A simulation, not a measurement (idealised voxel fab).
Name of the process module below: voxel air gaps
The cross-section on display is named cut; it measures 250 nm wide, and its cells are 5 nm squares.
This document writes a cross-section as a grid whose cells are square, and gives it as bands, listed from the top down; one or more rows of cells form a band.
Look at the band entry: it leads with the top's height and the bottom's height in nm. Then it lists the materials left to right, with a width in nm for each. The word "edge to edge" on a single material says that material fills the band edge to edge. The word "blank" is empty space.
Heights from 0 (as-received wafer is one material below). Bottom band endless downward, as "from 0 down".
Read "30..40" as a graded width: first number on top, second number at the bottom, same change between each pair of neighbouring rows.
"nothing got changed" after a step means that no cell of the cross-section changed.
Under "Catalogued sealed voids" you'll find the enclosed gaps, the ones with no way out to the top, that are 8 cells or bigger; each reads width x height at distance, with distance counted from the left edge, everything in nm.
after a step's settings: what the simulator itself notes on the step
What "overlay nm" on a step's line means: if the step has a mask, that mask lay this far to the right of its planned place, or, when the value is negative, to the left.
**Intended process steps**
1,op RECEIVE | material Si
2,op CONFORMAL_DEP | material SiO2 | thk nm 10
3,op CONFORMAL_DEP | material SiN | thk nm 5
4,op DIRECTIONAL_DEP | material SiO2 | thk nm 30
5,op PATTERN | tone open | mask id LINES | material resist | width nm 25 | pitch nm 55 | thk nm 20 | overlay nm 0
6,op DIRECTIONAL_ETCH | etch materials SiO2 | depth nm 30
7,op STRIP | etch materials resist
8,op CONFORMAL_DEP | material TiN | thk nm 5
9,op FILL_DEP | material W | thk nm 5
10,op CMP | height nm 45
11,op EPI | material Ru | thk nm 10
12,op SELECTIVE_ETCH | etch materials SiO2 | depth nm 40
13,op CONFORMAL_DEP | material SiCN | thk nm 5
**The first of the two wafers, which ran as planned**
**Received-state cross-section, reflecting completion of step 1**
from 0 down | Si edge to edge
Catalogued sealed voids: none
**The wafer in cross-section once step 2 is complete**
from 10 to 0 | SiO2 edge to edge
Below 0, the layers are the same as they were.
**The wafer in cross-section once step 3 is complete**
from 15 to 10 | SiN edge to edge
Below 10, the layers are the same as they were.
**The wafer in cross-section once step 4 is complete**
from 45 to 15 | SiO2 edge to edge
Below 15, the layers are the same as they were.
**The wafer in cross-section once step 5 is complete**
from 65 to 45 | resist 30 nm | blank 25 nm | resist 30 nm | blank 25 nm | resist 30 nm | blank 25 nm | resist 30 nm | blank 25 nm | resist 30 nm
Below 45, the layers are the same as they were.
**The wafer in cross-section once step 6 is complete**
from 65 to 45 | resist 30 nm | blank 25 nm | resist 30 nm | blank 25 nm | resist 30 nm | blank 25 nm | resist 30 nm | blank 25 nm | resist 30 nm
from 45 to 15 | SiO2 30 nm | blank 25 nm | SiO2 30 nm | blank 25 nm | SiO2 30 nm | blank 25 nm | SiO2 30 nm | blank 25 nm | SiO2 30 nm
Below 15, the layers are the same as they were.
**The wafer in cross-section once step 7 is complete**
from 45 to 15 | SiO2 30 nm | blank 25 nm | SiO2 30 nm | blank 25 nm | SiO2 30 nm | blank 25 nm | SiO2 30 nm | blank 25 nm | SiO2 30 nm
Below 15, the layers are the same as they were.
**The wafer in cross-section once step 8 is complete**
from 50 to 45 | TiN 35 nm | blank 15 nm | TiN 40 nm | blank 15 nm | TiN 40 nm | blank 15 nm | TiN 40 nm | blank 15 nm | TiN 35 nm
from 45 to 20 | SiO2 30 nm | TiN 5 nm | blank 15 nm | TiN 5 nm | SiO2 30 nm | TiN 5 nm | blank 15 nm | TiN 5 nm | SiO2 30 nm | TiN 5 nm | blank 15 nm | TiN 5 nm | SiO2 30 nm | TiN 5 nm | blank 15 nm | TiN 5 nm | SiO2 30 nm
from 20 to 15 | SiO2 30 nm | TiN 25 nm | SiO2 30 nm | TiN 25 nm | SiO2 30 nm | TiN 25 nm | SiO2 30 nm | TiN 25 nm | SiO2 30 nm
Below 15, the layers are the same as they were.
**The wafer in cross-section once step 9 is complete**
from 55 to 50 | W edge to edge
from 50 to 45 | TiN 35 nm | W 15 nm | TiN 40 nm | W 15 nm | TiN 40 nm | W 15 nm | TiN 40 nm | W 15 nm | TiN 35 nm
from 45 to 20 | SiO2 30 nm | TiN 5 nm | W 15 nm | TiN 5 nm | SiO2 30 nm | TiN 5 nm | W 15 nm | TiN 5 nm | SiO2 30 nm | TiN 5 nm | W 15 nm | TiN 5 nm | SiO2 30 nm | TiN 5 nm | W 15 nm | TiN 5 nm | SiO2 30 nm
Below 20, the layers are the same as they were.
**The wafer in cross-section once step 10 is complete**
from 45 to 20 | SiO2 30 nm | TiN 5 nm | W 15 nm | TiN 5 nm | SiO2 30 nm | TiN 5 nm | W 15 nm | TiN 5 nm | SiO2 30 nm | TiN 5 nm | W 15 nm | TiN 5 nm | SiO2 30 nm | TiN 5 nm | W 15 nm | TiN 5 nm | SiO2 30 nm
Below 20, the layers are the same as they were.
**The wafer in cross-section once step 11 is complete**
from 55 to 45 | blank 20 nm | Ru 45 nm | blank 10 nm | Ru 45 nm | blank 10 nm | Ru 45 nm | blank 10 nm | Ru 45 nm | blank 20 nm
Below 45, the layers are the same as they were.
**The wafer in cross-section once step 12 is complete**
from 55 to 45 | blank 20 nm | Ru 45 nm | blank 10 nm | Ru 45 nm | blank 10 nm | Ru 45 nm | blank 10 nm | Ru 45 nm | blank 20 nm
from 45 to 20 | blank 30 nm | TiN 5 nm | W 15 nm | TiN 5 nm | blank 30 nm | TiN 5 nm | W 15 nm | TiN 5 nm | blank 30 nm | TiN 5 nm | W 15 nm | TiN 5 nm | blank 30 nm | TiN 5 nm | W 15 nm | TiN 5 nm | blank 30 nm
from 20 to 15 | blank 30 nm | TiN 25 nm | blank 30 nm | TiN 25 nm | blank 30 nm | TiN 25 nm | blank 30 nm | TiN 25 nm | blank 30 nm
Below 15, the layers are the same as they were.
**The wafer in cross-section once step 13 is complete**
from 60 to 55 | blank 15 nm | SiCN 220 nm | blank 15 nm
from 55 to 45 | blank 15 nm | SiCN 5 nm | Ru 45 nm | SiCN 10 nm | Ru 45 nm | SiCN 10 nm | Ru 45 nm | SiCN 10 nm | Ru 45 nm | SiCN 5 nm | blank 15 nm
from 45 to 40 | blank 15 nm | SiCN 15 nm | TiN 5 nm | W 15 nm | TiN 5 nm | SiCN 30 nm | TiN 5 nm | W 15 nm | TiN 5 nm | SiCN 30 nm | TiN 5 nm | W 15 nm | TiN 5 nm | SiCN 30 nm | TiN 5 nm | W 15 nm | TiN 5 nm | SiCN 15 nm | blank 15 nm
from 40 to 20 | blank 25 nm | SiCN 5 nm | TiN 5 nm | W 15 nm | TiN 5 nm | SiCN 5 nm | blank 20 nm | SiCN 5 nm | TiN 5 nm | W 15 nm | TiN 5 nm | SiCN 5 nm | blank 20 nm | SiCN 5 nm | TiN 5 nm | W 15 nm | TiN 5 nm | SiCN 5 nm | blank 20 nm | SiCN 5 nm | TiN 5 nm | W 15 nm | TiN 5 nm | SiCN 5 nm | blank 25 nm
from 20 to 15 | SiCN 30 nm | TiN 25 nm | SiCN 30 nm | TiN 25 nm | SiCN 30 nm | TiN 25 nm | SiCN 30 nm | TiN 25 nm | SiCN 30 nm
Below 15, the layers are the same as they were.
Catalogued sealed voids: 20 x 20 at 60; 20 x 20 at 115; 20 x 20 at 170
**The second wafer was prepared from the same starting point and under the same plan as the first; its processing contained one mistake, and it remains indistinguishable from the first wafer up to and including step 10**
**Cross-section of the second wafer at the time step 11 of the plan should have ended**
from 65 to 45 | blank 10 nm | Ru 230 nm | blank 10 nm
Below 45, the layers are the same as they were.
**Cross-section of the second wafer at the time step 12 of the plan should have ended**
from 65 to 45 | blank 10 nm | Ru 230 nm | blank 10 nm
from 45 to 20 | blank 30 nm | TiN 5 nm | W 15 nm | TiN 5 nm | SiO2 30 nm | TiN 5 nm | W 15 nm | TiN 5 nm | SiO2 30 nm | TiN 5 nm | W 15 nm | TiN 5 nm | SiO2 30 nm | TiN 5 nm | W 15 nm | TiN 5 nm | blank 30 nm
from 20 to 15 | blank 30 nm | TiN 25 nm | SiO2 30 nm | TiN 25 nm | SiO2 30 nm | TiN 25 nm | SiO2 30 nm | TiN 25 nm | blank 30 nm
Below 15, the layers are the same as they were.
**Cross-section of the second wafer at the time step 13 of the plan should have ended**
from 70 to 65 | blank 5 nm | SiCN 240 nm | blank 5 nm
from 65 to 45 | blank 5 nm | SiCN 5 nm | Ru 230 nm | SiCN 5 nm | blank 5 nm
from 45 to 40 | blank 5 nm | SiCN 25 nm | TiN 5 nm | W 15 nm | TiN 5 nm | SiO2 30 nm | TiN 5 nm | W 15 nm | TiN 5 nm | SiO2 30 nm | TiN 5 nm | W 15 nm | TiN 5 nm | SiO2 30 nm | TiN 5 nm | W 15 nm | TiN 5 nm | SiCN 25 nm | blank 5 nm
from 40 to 20 | blank 25 nm | SiCN 5 nm | TiN 5 nm | W 15 nm | TiN 5 nm | SiO2 30 nm | TiN 5 nm | W 15 nm | TiN 5 nm | SiO2 30 nm | TiN 5 nm | W 15 nm | TiN 5 nm | SiO2 30 nm | TiN 5 nm | W 15 nm | TiN 5 nm | SiCN 5 nm | blank 25 nm
from 20 to 15 | SiCN 30 nm | TiN 25 nm | SiO2 30 nm | TiN 25 nm | SiO2 30 nm | TiN 25 nm | SiO2 30 nm | TiN 25 nm | SiCN 30 nm
Below 15, the layers are the same as they were.
Here's what went sideways: the plan's step 11 ran twice
Looking at both finished wafers in cells, the second ends up ahead of or behind the first on some materials: Ru +112 | SiCN -60 | SiO2 +108
At the end, the first wafer has 3 closed voids and the second wafer has 0.
